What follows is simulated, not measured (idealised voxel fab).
The document below concerns the process module designated voxel capacitor over wiring.
Square cells of 5 nm make up the cross-section cut, whose width is 205 nm.
Just so we're on the same page, the cross-sections are grids of square cells, and they're listed out in bands top to bottom, each band one or more rows deep. This entry defines a band. It first specifies the height of the band's top and the height of its bottom in nm, and then specifies the band's materials from left to right, stating each material with its width in nm. The word "everywhere" identifies a single material that fills the band from edge to edge, while the word "air" identifies empty space. The reference from which all heights are counted is 0, the level beneath which the as-received wafer is entirely one material; the lowest band, having no lower bound, proceeds downward and is written after the example "0 and below". With a width like "30 to 40", each row of cells in the band differs from the next by the same amount, the top row carrying the first number and the bottom row the second. The designation "no modification", where it is given for a processing step, indicates that no cell of the cross-section was altered in the course of that step. In "Unvented cavities" the enclosed voids are listed, meaning empty spaces of 8 cells or larger without any opening to the top. The form is width x height at distance, distance from the left edge, units nm. Post-settings text on a step line: simulator's own remark regarding the step. "overlay nm" answers the question of how far to the right of plan the mask lay on a step that has a mask, and when it is negative the answer is to the left.
Listed below are the process steps as planned:
1) RECEIVE, material Si
2) CONFORMAL_DEP, material SiO2, thk nm 10
3) CONFORMAL_DEP, material SiCN, thk nm 5
4) DIRECTIONAL_DEP, material lowk, thk nm 15
5) PATTERN, tone open, mask id METAL_1, material resist, width nm 25, pitch nm 95, thk nm 15, overlay nm 0
6) DIRECTIONAL_ETCH, etch materials lowk, depth nm 15
7) DIRECTIONAL_ETCH, etch materials SiCN, depth nm 5
8) STRIP, etch materials resist
9) CONFORMAL_DEP, material TiN, thk nm 5
10) FILL_DEP, material Cu, thk nm 5
11) CMP, height nm 30
12) EPI, material Ru, thk nm 5
13) FILL_DEP, material SiCN, thk nm 5
14) DIRECTIONAL_DEP, material lowk, thk nm 15
15) DIRECTIONAL_DEP, material aC, thk nm 15
16) PATTERN, tone open, mask id PLUG_1, material resist, width nm 15, thk nm 35, overlay nm 0
17) DIRECTIONAL_ETCH, etch materials aC, depth nm 15
18) STRIP, etch materials resist
19) DIRECTIONAL_ETCH, etch materials lowk, depth nm 15
20) DIRECTIONAL_ETCH, etch materials SiCN, depth nm 5
21) STRIP, etch materials aC
22) EPI, material Ru, thk nm 10
23) EPI, material Ru, thk nm 10
24) DIRECTIONAL_DEP, material TiN, thk nm 10
25) DIRECTIONAL_DEP, material Al2O3, thk nm 5
26) DIRECTIONAL_DEP, material TiN, thk nm 5
27) MASKED_ETCH, tone cover, mask id UPPER_PLATE, width nm 75, etch materials TiN, depth nm 5, overlay nm 0
28) MASKED_ETCH, tone cover, mask id UPPER_PLATE, width nm 75, etch materials Al2O3, depth nm 5, overlay nm 0
29) PATTERN, tone cover, mask id LOWER_PLATE, material resist, width nm 85, thk nm 20, overlay nm 0
30) DIRECTIONAL_ETCH, etch materials TiN, depth nm 10
31) STRIP, etch materials resist
32) FILL_DEP, material SiO2, thk nm 20
33) CMP, height nm 90
34) DIRECTIONAL_DEP, material aC, thk nm 10
35) PATTERN, tone open, mask id PLUG_2, material resist, width nm 15, thk nm 30, overlay nm 0
36) DIRECTIONAL_ETCH, etch materials aC, depth nm 10
37) STRIP, etch materials resist
38) DIRECTIONAL_ETCH, etch materials SiO2, depth nm 15
39) STRIP, etch materials aC
40) CONFORMAL_DEP, material TiN, thk nm 5
41) FILL_DEP, material Ru, thk nm 5
42) CMP, height nm 90
43) CONFORMAL_DEP, material SiN, thk nm 5
First of the two wafers, run per plan:
The cross-section here shows the wafer as received, i.e. in its state after step 1:
0 and below = Si everywhere
Unvented cavities: none
Step 2 complete: cross-section through the wafer:
10 down to 0 = SiO2 everywhere
Rest of section, below 0: as before.
Step 3 complete: cross-section through the wafer:
15 down to 10 = SiCN everywhere
Rest of section, below 10: as before.
Step 4 complete: cross-section through the wafer:
30 down to 15 = lowk everywhere
Rest of section, below 15: as before.
Step 5 complete: cross-section through the wafer:
45 down to 30 = 40 nm resist, then 25 nm air, then 70 nm resist, then 25 nm air, then 45 nm resist
Rest of section, below 30: as before.
Step 6 complete: cross-section through the wafer:
45 down to 30 = 40 nm resist, then 25 nm air, then 70 nm resist, then 25 nm air, then 45 nm resist
30 down to 15 = 40 nm lowk, then 25 nm air, then 70 nm lowk, then 25 nm air, then 45 nm lowk
Rest of section, below 15: as before.
Step 7 complete: cross-section through the wafer:
45 down to 30 = 40 nm resist, then 25 nm air, then 70 nm resist, then 25 nm air, then 45 nm resist
30 down to 15 = 40 nm lowk, then 25 nm air, then 70 nm lowk, then 25 nm air, then 45 nm lowk
15 down to 10 = 40 nm SiCN, then 25 nm air, then 70 nm SiCN, then 25 nm air, then 45 nm SiCN
Rest of section, below 10: as before.
Step 8 complete: cross-section through the wafer:
30 down to 15 = 40 nm lowk, then 25 nm air, then 70 nm lowk, then 25 nm air, then 45 nm lowk
Rest of section, below 15: as before.
Step 9 complete: cross-section through the wafer:
35 down to 30 = 45 nm TiN, then 15 nm air, then 80 nm TiN, then 15 nm air, then 50 nm TiN
30 down to 15 = 40 nm lowk, then 5 nm TiN, then 15 nm air, then 5 nm TiN, then 70 nm lowk, then 5 nm TiN, then 15 nm air, then 5 nm TiN, then 45 nm lowk
15 down to 10 = 40 nm SiCN, then 25 nm TiN, then 70 nm SiCN, then 25 nm TiN, then 45 nm SiCN
Rest of section, below 10: as before.
Step 10 complete: cross-section through the wafer:
40 down to 35 = Cu everywhere
35 down to 30 = 45 nm TiN, then 15 nm Cu, then 80 nm TiN, then 15 nm Cu, then 50 nm TiN
30 down to 15 = 40 nm lowk, then 5 nm TiN, then 15 nm Cu, then 5 nm TiN, then 70 nm lowk, then 5 nm TiN, then 15 nm Cu, then 5 nm TiN, then 45 nm lowk
Rest of section, below 15: as before.
Step 11 complete: cross-section through the wafer:
30 down to 15 = 40 nm lowk, then 5 nm TiN, then 15 nm Cu, then 5 nm TiN, then 70 nm lowk, then 5 nm TiN, then 15 nm Cu, then 5 nm TiN, then 45 nm lowk
Rest of section, below 15: as before.
Step 12 complete: cross-section through the wafer:
35 down to 30 = 35 nm air, then 35 nm Ru, then 60 nm air, then 35 nm Ru, then 40 nm air
Rest of section, below 30: as before.
Step 13 complete: cross-section through the wafer:
40 down to 35 = SiCN everywhere
35 down to 30 = 35 nm SiCN, then 35 nm Ru, then 60 nm SiCN, then 35 nm Ru, then 40 nm SiCN
Rest of section, below 30: as before.
Step 14 complete: cross-section through the wafer:
55 down to 40 = lowk everywhere
Rest of section, below 40: as before.
Step 15 complete: cross-section through the wafer:
70 down to 55 = aC everywhere
Rest of section, below 55: as before.
Step 16 complete: cross-section through the wafer:
105 down to 70 = 50 nm resist, then 15 nm air, then 140 nm resist
Rest of section, below 70: as before.
Step 17 complete: cross-section through the wafer:
90 down to 70 = 50 nm resist, then 15 nm air, then 140 nm resist
70 down to 55 = 50 nm aC, then 15 nm air, then 140 nm aC
Rest of section, below 55: as before.
Step 18 complete: cross-section through the wafer:
70 down to 55 = 50 nm aC, then 15 nm air, then 140 nm aC
Rest of section, below 55: as before.
Step 19 complete: cross-section through the wafer:
70 down to 55 = 50 nm aC, then 15 nm air, then 140 nm aC
55 down to 40 = 50 nm lowk, then 15 nm air, then 140 nm lowk
Rest of section, below 40: as before.
Step 20 complete: cross-section through the wafer:
70 down to 55 = 50 nm aC, then 15 nm air, then 140 nm aC
55 down to 40 = 50 nm lowk, then 15 nm air, then 140 nm lowk
40 down to 35 = 50 nm SiCN, then 15 nm air, then 140 nm SiCN
Rest of section, below 35: as before.
Step 21 complete: cross-section through the wafer:
55 down to 40 = 50 nm lowk, then 15 nm air, then 140 nm lowk
Rest of section, below 40: as before.
Step 22 complete: cross-section through the wafer:
55 down to 45 = 50 nm lowk, then 15 nm air, then 140 nm lowk
45 down to 40 = 50 nm lowk, then 15 nm Ru, then 140 nm lowk
40 down to 35 = 50 nm SiCN, then 15 nm Ru, then 140 nm SiCN
Rest of section, below 35: as before.
Step 23 complete: cross-section through the wafer:
55 down to 40 = 50 nm lowk, then 15 nm Ru, then 140 nm lowk
Rest of section, below 40: as before.
Step 24 complete: cross-section through the wafer:
65 down to 55 = TiN everywhere
Rest of section, below 55: as before.
Step 25 complete: cross-section through the wafer:
70 down to 65 = Al2O3 everywhere
Rest of section, below 65: as before.
Step 26 complete: cross-section through the wafer:
75 down to 70 = TiN everywhere
Rest of section, below 70: as before.
Step 27 complete: cross-section through the wafer:
75 down to 70 = 50 nm air, then 75 nm TiN, then 80 nm air
Rest of section, below 70: as before.
Step 28 complete: cross-section through the wafer:
75 down to 70 = 50 nm air, then 75 nm TiN, then 80 nm air
70 down to 65 = 50 nm air, then 75 nm Al2O3, then 80 nm air
Rest of section, below 65: as before.
Step 29 complete: cross-section through the wafer:
95 down to 75 = 45 nm air, then 85 nm resist, then 75 nm air
75 down to 70 = 45 nm air, then 5 nm resist, then 75 nm TiN, then 5 nm resist, then 75 nm air
70 down to 65 = 45 nm air, then 5 nm resist, then 75 nm Al2O3, then 5 nm resist, then 75 nm air
Rest of section, below 65: as before.
Step 30 complete: cross-section through the wafer:
95 down to 75 = 45 nm air, then 85 nm resist, then 75 nm air
75 down to 70 = 45 nm air, then 5 nm resist, then 75 nm TiN, then 5 nm resist, then 75 nm air
70 down to 65 = 45 nm air, then 5 nm resist, then 75 nm Al2O3, then 5 nm resist, then 75 nm air
65 down to 55 = 45 nm air, then 85 nm TiN, then 75 nm air
Rest of section, below 55: as before.
Step 31 complete: cross-section through the wafer:
75 down to 70 = 50 nm air, then 75 nm TiN, then 80 nm air
70 down to 65 = 50 nm air, then 75 nm Al2O3, then 80 nm air
Rest of section, below 65: as before.
Step 32 complete: cross-section through the wafer:
95 down to 75 = SiO2 everywhere
75 down to 70 = 50 nm SiO2, then 75 nm TiN, then 80 nm SiO2
70 down to 65 = 50 nm SiO2, then 75 nm Al2O3, then 80 nm SiO2
65 down to 55 = 45 nm SiO2, then 85 nm TiN, then 75 nm SiO2
Rest of section, below 55: as before.
Step 33 complete: cross-section through the wafer:
90 down to 75 = SiO2 everywhere
Rest of section, below 75: as before.
Step 34 complete: cross-section through the wafer:
100 down to 90 = aC everywhere
Rest of section, below 90: as before.
Step 35 complete: cross-section through the wafer:
130 down to 100 = 60 nm resist, then 15 nm air, then 130 nm resist
Rest of section, below 100: as before.
Step 36 complete: cross-section through the wafer:
120 down to 100 = 60 nm resist, then 15 nm air, then 130 nm resist
100 down to 90 = 60 nm aC, then 15 nm air, then 130 nm aC
Rest of section, below 90: as before.
Step 37 complete: cross-section through the wafer:
100 down to 90 = 60 nm aC, then 15 nm air, then 130 nm aC
Rest of section, below 90: as before.
Step 38 complete: cross-section through the wafer:
100 down to 90 = 60 nm aC, then 15 nm air, then 130 nm aC
90 down to 75 = 60 nm SiO2, then 15 nm air, then 130 nm SiO2
Rest of section, below 75: as before.
Step 39 complete: cross-section through the wafer:
90 down to 75 = 60 nm SiO2, then 15 nm air, then 130 nm SiO2
Rest of section, below 75: as before.
Step 40 complete: cross-section through the wafer:
95 down to 90 = 65 nm TiN, then 5 nm air, then 135 nm TiN
90 down to 80 = 60 nm SiO2, then 5 nm TiN, then 5 nm air, then 5 nm TiN, then 130 nm SiO2
80 down to 70 = 60 to 50 nm SiO2, then 15 to 75 nm TiN, then 130 to 80 nm SiO2
Rest of section, below 70: as before.
Step 41 complete: cross-section through the wafer:
100 down to 95 = Ru everywhere
95 down to 90 = 65 nm TiN, then 5 nm Ru, then 135 nm TiN
90 down to 80 = 60 nm SiO2, then 5 nm TiN, then 5 nm Ru, then 5 nm TiN, then 130 nm SiO2
Rest of section, below 80: as before.
Step 42 complete: cross-section through the wafer:
90 down to 80 = 60 nm SiO2, then 5 nm TiN, then 5 nm Ru, then 5 nm TiN, then 130 nm SiO2
Rest of section, below 80: as before.
Step 43 complete: cross-section through the wafer:
95 down to 90 = SiN everywhere
Rest of section, below 90: as before.
Second Wafer (Identical Start and Plan, One Processing Error; Matches First Wafer Through Step 21):
Second wafer profile in section, at the moment step 23 of the plan was meant to be complete:
55 down to 45 = 50 nm lowk, then 15 nm air, then 140 nm lowk
45 down to 40 = 50 nm lowk, then 15 nm Ru, then 140 nm lowk
40 down to 35 = 50 nm SiCN, then 15 nm Ru, then 140 nm SiCN
Rest of section, below 35: as before.
Second wafer profile in section, at the moment step 24 of the plan was meant to be complete:
65 down to 55 = 50 nm TiN, then 15 nm air, then 140 nm TiN
55 down to 45 = 50 nm lowk, then 15 nm TiN, then 140 nm lowk
Rest of section, below 45: as before.
Second wafer profile in section, at the moment step 25 of the plan was meant to be complete:
70 down to 65 = 50 nm Al2O3, then 15 nm air, then 140 nm Al2O3
65 down to 60 = 50 nm TiN, then 15 nm air, then 140 nm TiN
60 down to 55 = 50 nm TiN, then 15 nm Al2O3, then 140 nm TiN
Rest of section, below 55: as before.
Second wafer profile in section, at the moment step 26 of the plan was meant to be complete:
75 down to 70 = 50 nm TiN, then 15 nm air, then 140 nm TiN
70 down to 65 = 50 nm Al2O3, then 15 nm air, then 140 nm Al2O3
65 down to 60 = TiN everywhere
Rest of section, below 60: as before.
Second wafer profile in section, at the moment step 27 of the plan was meant to be complete:
75 down to 70 = 65 nm air, then 60 nm TiN, then 80 nm air
Rest of section, below 70: as before.
Second wafer profile in section, at the moment step 28 of the plan was meant to be complete:
75 down to 70 = 65 nm air, then 60 nm TiN, then 80 nm air
70 down to 65 = 65 nm air, then 60 nm Al2O3, then 80 nm air
Rest of section, below 65: as before.
Second wafer profile in section, at the moment step 29 of the plan was meant to be complete:
95 down to 75 = 45 nm air, then 85 nm resist, then 75 nm air
75 down to 70 = 45 nm air, then 20 nm resist, then 60 nm TiN, then 5 nm resist, then 75 nm air
70 down to 65 = 45 nm air, then 20 nm resist, then 60 nm Al2O3, then 5 nm resist, then 75 nm air
Rest of section, below 65: as before.
Second wafer profile in section, at the moment step 30 of the plan was meant to be complete:
95 down to 75 = 45 nm air, then 85 nm resist, then 75 nm air
75 down to 70 = 45 nm air, then 20 nm resist, then 60 nm TiN, then 5 nm resist, then 75 nm air
70 down to 65 = 45 nm air, then 20 nm resist, then 60 nm Al2O3, then 5 nm resist, then 75 nm air
65 down to 60 = 45 nm air, then 85 nm TiN, then 75 nm air
60 down to 55 = 45 nm air, then 5 nm TiN, then 15 nm Al2O3, then 65 nm TiN, then 75 nm air
Rest of section, below 55: as before.
Second wafer profile in section, at the moment step 31 of the plan was meant to be complete:
75 down to 70 = 65 nm air, then 60 nm TiN, then 80 nm air
70 down to 65 = 65 nm air, then 60 nm Al2O3, then 80 nm air
Rest of section, below 65: as before.
Second wafer profile in section, at the moment step 32 of the plan was meant to be complete:
95 down to 75 = SiO2 everywhere
75 down to 70 = 65 nm SiO2, then 60 nm TiN, then 80 nm SiO2
70 down to 65 = 65 nm SiO2, then 60 nm Al2O3, then 80 nm SiO2
65 down to 60 = 45 nm SiO2, then 85 nm TiN, then 75 nm SiO2
60 down to 55 = 45 nm SiO2, then 5 nm TiN, then 15 nm Al2O3, then 65 nm TiN, then 75 nm SiO2
Rest of section, below 55: as before.
Second wafer profile in section, at the moment step 33 of the plan was meant to be complete:
90 down to 75 = SiO2 everywhere
Rest of section, below 75: as before.
Second wafer profile in section, at the moment step 34 of the plan was meant to be complete:
100 down to 90 = aC everywhere
Rest of section, below 90: as before.
Second wafer profile in section, at the moment step 35 of the plan was meant to be complete:
130 down to 100 = 60 nm resist, then 15 nm air, then 130 nm resist
Rest of section, below 100: as before.
Second wafer profile in section, at the moment step 36 of the plan was meant to be complete:
120 down to 100 = 60 nm resist, then 15 nm air, then 130 nm resist
100 down to 90 = 60 nm aC, then 15 nm air, then 130 nm aC
Rest of section, below 90: as before.
Second wafer profile in section, at the moment step 37 of the plan was meant to be complete:
100 down to 90 = 60 nm aC, then 15 nm air, then 130 nm aC
Rest of section, below 90: as before.
Second wafer profile in section, at the moment step 38 of the plan was meant to be complete:
100 down to 90 = 60 nm aC, then 15 nm air, then 130 nm aC
90 down to 75 = 60 nm SiO2, then 15 nm air, then 130 nm SiO2
Rest of section, below 75: as before.
Second wafer profile in section, at the moment step 39 of the plan was meant to be complete:
90 down to 75 = 60 nm SiO2, then 15 nm air, then 130 nm SiO2
Rest of section, below 75: as before.
Second wafer profile in section, at the moment step 40 of the plan was meant to be complete:
95 down to 90 = 65 nm TiN, then 5 nm air, then 135 nm TiN
90 down to 80 = 60 nm SiO2, then 5 nm TiN, then 5 nm air, then 5 nm TiN, then 130 nm SiO2
80 down to 70 = 60 to 65 nm SiO2, then 15 to 60 nm TiN, then 130 to 80 nm SiO2
Rest of section, below 70: as before.
Second wafer profile in section, at the moment step 41 of the plan was meant to be complete:
100 down to 95 = Ru everywhere
95 down to 90 = 65 nm TiN, then 5 nm Ru, then 135 nm TiN
90 down to 80 = 60 nm SiO2, then 5 nm TiN, then 5 nm Ru, then 5 nm TiN, then 130 nm SiO2
Rest of section, below 80: as before.
Second wafer profile in section, at the moment step 42 of the plan was meant to be complete:
90 down to 80 = 60 nm SiO2, then 5 nm TiN, then 5 nm Ru, then 5 nm TiN, then 130 nm SiO2
Rest of section, below 80: as before.
Second wafer profile in section, at the moment step 43 of the plan was meant to be complete:
95 down to 90 = SiN everywhere
Rest of section, below 90: as before.
The mistake made against the process plan was this: the process omitted one of its identical steps 22 and 23, and which one is impossible to determine
Materials where the second wafer ends with more or fewer cells than the first: Ru -6, SiO2 +6
